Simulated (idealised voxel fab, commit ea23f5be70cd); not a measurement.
process module | voxel wiring stack
cross-section cut | 270 nm wide | cells 5 nm
A cross-section is a grid of square cells, given in bands from the top down. A band is one or more rows of cells.
Each band's line starts with the height of the band's top and of its bottom, in nm. Then come its materials from left to right, each with its width in nm. One material with "throughout" fills the band from edge to edge. "air" is empty space.
Height 0 is the level under which the wafer as received is all one material. The lowest band goes on downwards, as in "0 down".
A width such as "30 to 40" changes by the same amount from each row of cells to the next, from the band's top row to its bottom row.
"no change" after a step means that no cell of the cross-section changed.
closed voids: empty space of 8 cells or more with no open way to the top, each as width x height at its distance from the left edge, in nm
after a step's settings: what the simulator itself notes on the step
overlay nm, on a step with a mask: how far to the right of its planned place the mask lay; to the left if negative
plan
1 op RECEIVE | material Si
2 op CONFORMAL_DEP | material SiO2 | thk nm 10
3 op CONFORMAL_DEP | material SiCN | thk nm 5
4 op DIRECTIONAL_DEP | material SiO2 | thk nm 20
5 op DIRECTIONAL_DEP | material aC | thk nm 10
6 op PATTERN | tone open | mask id METAL_1 | material resist | width nm 20 | pitch nm 45 | thk nm 30 | overlay nm 0
7 op DIRECTIONAL_ETCH | etch materials aC | depth nm 10
8 op STRIP | etch materials resist
9 op DIRECTIONAL_ETCH | etch materials SiO2 | depth nm 20
10 op DIRECTIONAL_ETCH | etch materials SiCN | depth nm 5
11 op STRIP | etch materials aC
12 op CONFORMAL_DEP | material TiN | thk nm 5
13 op FILL_DEP | material Cu | thk nm 10
14 op CMP | height nm 35
15 op EPI | material Ru | thk nm 5
16 op FILL_DEP | material SiCN | thk nm 5
17 op DIRECTIONAL_DEP | material SiO2 | thk nm 20
18 op PATTERN | tone open | mask id PLUG_1 | material resist | width nm 15 | thk nm 15 | overlay nm 0
19 op DIRECTIONAL_ETCH | etch materials SiO2 | depth nm 20
20 op DIRECTIONAL_ETCH | etch materials SiCN | depth nm 5
21 op STRIP | etch materials resist
22 op CONFORMAL_DEP | material TiN | thk nm 5
23 op FILL_DEP | material Ru | thk nm 5
24 op CMP | height nm 65
25 op DIRECTIONAL_DEP | material TiN | thk nm 5
26 op DIRECTIONAL_DEP | material Ru | thk nm 25
27 op MASKED_ETCH | tone cover | mask id METAL_2 | width nm 20 | pitch nm 45 | etch materials Ru | depth nm 25 | overlay nm 0
28 op MASKED_ETCH | tone cover | mask id METAL_2 | width nm 20 | pitch nm 45 | etch materials TiN | depth nm 5 | overlay nm 0
29 op CONFORMAL_DEP | material SiN | thk nm 5
30 op FILL_DEP | material lowk | thk nm 5
31 op CMP | height nm 95
32 op CONFORMAL_DEP | material SiCN | thk nm 5
33 op DIRECTIONAL_DEP | material SiO2 | thk nm 15
34 op PATTERN | tone open | mask id PLUG_2 | material resist | width nm 15 | pitch nm 45 | thk nm 15 | overlay nm 0
35 op DIRECTIONAL_ETCH | etch materials SiO2 | depth nm 15
36 op DIRECTIONAL_ETCH | etch materials SiCN | depth nm 5
37 op STRIP | etch materials resist
38 op CONFORMAL_DEP | material TiN | thk nm 5
39 op FILL_DEP | material Ru | thk nm 10
40 op CMP | height nm 115
41 op DIRECTIONAL_DEP | material TiN | thk nm 5
42 op DIRECTIONAL_DEP | material Ru | thk nm 15
43 op MASKED_ETCH | tone cover | mask id METAL_3 | width nm 20 | pitch nm 45 | etch materials Ru | depth nm 15 | overlay nm 0
44 op MASKED_ETCH | tone cover | mask id METAL_3 | width nm 20 | pitch nm 45 | etch materials TiN | depth nm 5 | overlay nm 0
45 op CONFORMAL_DEP | material SiCN | thk nm 5
46 op FILL_DEP | material SiO2 | thk nm 10
47 op CMP | height nm 135
48 op CONFORMAL_DEP | material SiCN | thk nm 5
as received, after step 1
  0 down: Si throughout
  closed voids: none
a wafer at the end: this start, this plan, one mistake
  140 to 135: SiCN throughout
  135 to 120: SiO2 95 | SiCN 5 | Ru 20 | SiCN 5 | SiO2 15 | SiCN 5 | Ru 20 | SiCN 5 | SiO2 100
  120 to 115: SiCN 100 | TiN 20 | SiCN 25 | TiN 20 | SiCN 105
  115 to 100: SiO2 100 | TiN 5 | Ru 5 | TiN 5 | SiO2 30 | TiN 5 | Ru 5 | TiN 5 | SiO2 110
  100 to 95: SiCN 100 | TiN 15 | SiCN 30 | TiN 15 | SiCN 110
  95 to 75: lowk 90 | SiN 5 | Ru 20 | SiN 5 | lowk 15 | SiN 5 | Ru 20 | SiN 5 | lowk 105
  75 to 70: lowk 90 | SiN 5 | Ru 20 | SiN 10 | lowk 10 | SiN 5 | Ru 20 | SiN 10 | lowk 100
  70 to 65: SiN 95 | TiN 25 | SiN 20 | TiN 25 | SiN 105
  65 to 45: SiO2 100 | TiN 5 | Ru 5 | TiN 5 | SiO2 155
  45 to 40: SiCN 100 | TiN 15 | SiCN 155
  40 to 35: SiCN 95 | Ru 30 | SiCN 15 | Ru 30 | SiCN 100
  35 to 15: SiO2 100 | TiN 5 | Cu 10 | TiN 5 | SiO2 25 | TiN 5 | Cu 10 | TiN 5 | SiO2 105
  15 to 10: SiCN 100 | TiN 20 | SiCN 25 | TiN 20 | SiCN 105
  10 to 0: SiO2 throughout
  0 down: Si throughout
  closed voids: none
what went wrong: step 27 ran as: op MASKED_ETCH | tone cover | mask id METAL_2 | width nm 20 | pitch nm 45 | etch materials Ru | depth nm 25 | overlay nm -5
